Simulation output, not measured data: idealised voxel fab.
Process module, titled voxel spacer lines
280 nm wide, 5 nm square cells: that's cross-section cut.
Cross-section layout: square cells on a grid; listed as bands, top to bottom; a band spans one or more cell rows.
Within each band entry, the heights of the top and of the bottom of the band appear first, in that order and in nm; the materials of the band then follow from left to right, each with its corresponding width in nm. The designation "full width" on a single material indicates that it fills the band from edge to edge; the designation "blank" indicates empty space.
Heads up on the height convention: 0 is the point under which the incoming wafer is all one material, and the lowest band has no bottom, it just keeps going down, like "from 0 down".
So if you see something like "30 to 40" for the width, read it as the top row of the band sitting at the first number and the bottom row at the second, with every row in between moving by the same amount as the last.
When a step is marked "same as before", none of the cells in the cross-section changed during that step.
Heads up: "Closed void entries" only lists the empty pockets with no open path to the top that are 8 cells or more, and it writes them as width x height at distance, distance from the left edge, in nm.
What comes after the settings on a step's line is commentary from the simulator itself on that step.
overlay nm: how far to the right of its planned place the mask lay on this masked step (negative: to the left).
**plan**
step 1: op RECEIVE | material Si
step 2: op CONFORMAL_DEP | material Al2O3 | thk nm 5
step 3: op DIRECTIONAL_DEP | material polySi | thk nm 10
step 4: op DIRECTIONAL_DEP | material aC | thk nm 20
step 5: op PATTERN | tone cover | mask id MANDREL | material resist | width nm 15 | pitch nm 60 | thk nm 30 | overlay nm 0
step 6: op DIRECTIONAL_ETCH | etch materials aC | depth nm 20
step 7: op STRIP | etch materials resist
step 8: op CONFORMAL_DEP | material SiO2 | thk nm 15
step 9: op DIRECTIONAL_ETCH | etch materials SiO2 | depth nm 15
step 10: op STRIP | etch materials aC
step 11: op DIRECTIONAL_ETCH | etch materials polySi | depth nm 10
step 12: op STRIP | etch materials SiO2
**Delivered wafer in cross-section: state after step 1**
* from 0 down = Si full width
* Closed void entries: none
**The module was run from the start shown above using the plan shown above, but one mistake was made doing it; the resulting wafer cross-section is below**
* from 15 to 5 = 70 of blank  15 of polySi  45 of blank  15 of polySi  45 of blank  15 of polySi  75 of blank
* from 5 to 0 = Al2O3 full width
* from 0 down = Si full width
* Closed void entries: none
What was done differently from what was planned? the process deviated at step 5: the operation and settings actually run there were op PATTERN | tone open | mask id MANDREL | material resist | width nm 15 | pitch nm 60 | thk nm 30 | overlay nm 0
